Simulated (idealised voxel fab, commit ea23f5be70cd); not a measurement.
Process module in this document: voxel quadruple lines
Shown is cross-section cut, with a width of 280 nm and square cells of size 5 nm.
Each cross-section below is a grid of square cells, stated as bands in top-down order, with one or more rows of cells making up each band.
It is stipulated that each band's entry specify, in nanometres, the height of the top of the band and then that of its bottom, followed by the materials of the band in left-to-right sequence, each together with its width in nanometres. A single material marked by the word "full width" is understood to fill the band from edge to edge; the word "air" is understood to denote empty space.
Height datum 0, below which the as-received substrate wafer is one material. Lowest band open at the bottom, running downward: "0 down".
When a width is written as two numbers, as in "30..40", the first number is the width in the top row of cells of the band and the second is the width in its bottom row, and the width changes by the same amount from each row to the next.
When a step is marked "everything unchanged", none of the cells in the cross-section changed during that step.
Entry "Catalogued sealed voids". Content: empty spaces with no open connection to the top, size 8 cells or greater. Each: width x height at distance. Distance: from left edge. Unit: nm.
What comes after the settings on a step's line is commentary from the simulator itself on that step.
"overlay nm" denotes, for a step that has a mask, the displacement of the mask to the right of its planned place, with negative values corresponding to the left.

The steps planned for the process are as follows:
1) RECEIVE | material Si
2) CONFORMAL_DEP | material SiO2 | thk nm 10
3) DIRECTIONAL_DEP | material W | thk nm 10
4) DIRECTIONAL_DEP | material polySi | thk nm 20
5) DIRECTIONAL_DEP | material aC | thk nm 20
6) PATTERN | tone cover | mask id MANDREL | material resist | width nm 20 | pitch nm 60 | thk nm 25 | overlay nm 0
7) DIRECTIONAL_ETCH | etch materials aC | depth nm 20
8) STRIP | etch materials resist
9) CONFORMAL_DEP | material SiO2 | thk nm 10
10) DIRECTIONAL_ETCH | etch materials SiO2 | depth nm 10
11) STRIP | etch materials aC
12) DIRECTIONAL_ETCH | etch materials polySi | depth nm 20
13) STRIP | etch materials SiO2
14) CONFORMAL_DEP | material SiCN | thk nm 5
15) DIRECTIONAL_ETCH | etch materials SiCN | depth nm 5
16) STRIP | etch materials polySi
17) DIRECTIONAL_ETCH | etch materials W | depth nm 10
18) STRIP | etch materials SiCN

This is the cross-section of the wafer as we received it, i.e. after step 1:
    0 down | Si full width
    Catalogued sealed voids: none

Cross-section taken at module completion on the first of two wafers; processed per the plan:
    20 to 10 | air: 85 | W: 5 | air: 10 | W: 5 | air: 10 | W: 5 | air: 10 | W: 5 | air: 10 | W: 5 | air: 10 | W: 5 | air: 10 | W: 5 | air: 10 | W: 5 | air: 85
    10 to 0 | SiO2 full width
    0 down | Si full width
    Catalogued sealed voids: none

Second wafer of the two, sectioned at the end of the module. It began like the first and followed the same plan, but one mistake was made while running it:
    20 to 10 | air: 80 | W: 5 | air: 10 | W: 5 | air: 20 | W: 5 | air: 10 | W: 10 | air: 10 | W: 5 | air: 20 | W: 5 | air: 10 | W: 5 | air: 80
    10 to 0 | SiO2 full width
    0 down | Si full width
    Catalogued sealed voids: none
Nonconformance to the process plan: step 6 ran differently from the plan; actual operation with settings: PATTERN | tone cover | mask id MANDREL | material resist | width nm 30 | pitch nm 60 | thk nm 25 | overlay nm 0
Final wafers compared: equal cell tally per material, rearranged layout.
